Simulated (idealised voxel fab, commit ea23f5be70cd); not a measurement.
process module | voxel tone inversion
Square cells of 5 nm make up the cross-section cut, whose width is 290 nm.
We lay out every cross-section as a grid of square cells and spell it out in bands from the top down, where one band means one or more rows of cells.
Basically the band line says how high the top is and how high the bottom is, in nm, and then what's in it from left to right, every material with its width in nm. Empty space shows up as "blank", and if a single material carries "all across" it runs the full band edge to edge.
Heads up on the height convention: 0 is the point under which the incoming wafer is all one material, and the lowest band has no bottom, it just keeps going down, like "0 nm and below".
Per-row width for "30 to 40": begins at first number (top row of band), ends at second number (bottom row), increment between rows held constant.
"changes: none" after a step means that no cell of the cross-section changed.
The entry "Internal closed voids" lists the empty spaces that cover at least 8 cells and have no open path to the top. Each is written as width x height at distance, where the distance is measured from the left edge and all three values are in nm.
Anything after a step's settings on that line? It's the simulator's own note about the step.
overlay nm: mask offset rightward from planned place, masked step; negative means leftward offset.

This section lists the process steps that were planned
step 1: RECEIVE [material Si]
step 2: CONFORMAL_DEP [material SiCN] [thk nm 10]
step 3: DIRECTIONAL_DEP [material aC] [thk nm 25]
step 4: PATTERN [tone cover] [mask id POSTS] [material resist] [width nm 20] [pitch nm 35] [thk nm 30] [overlay nm 0]
step 5: DIRECTIONAL_ETCH [etch materials aC] [depth nm 25]
step 6: STRIP [etch materials resist]
step 7: FILL_DEP [material SiO2] [thk nm 10]
step 8: CMP [height nm 35]
step 9: STRIP [etch materials aC]
step 10: CONFORMAL_DEP [material TiN] [thk nm 5]
step 11: FILL_DEP [material Cu] [thk nm 5]
step 12: CMP [height nm 35]
step 13: CONFORMAL_DEP [material SiN] [thk nm 5]

Shown in cross-section is the wafer as received, that is, as it stands after step 1
	0 nm and below  Si all across
	Internal closed voids: none

Wafer at module end, in section. Began as above, planned as above, run with one mistake
	40 nm to 35 nm  SiN all across
	35 nm to 25 nm  SiCN all across
	25 nm to 0 nm  aC all across
	0 nm and below  Si all across
	Internal closed voids: none
Run error: ran 2 and 3 in swapped order versus the plan
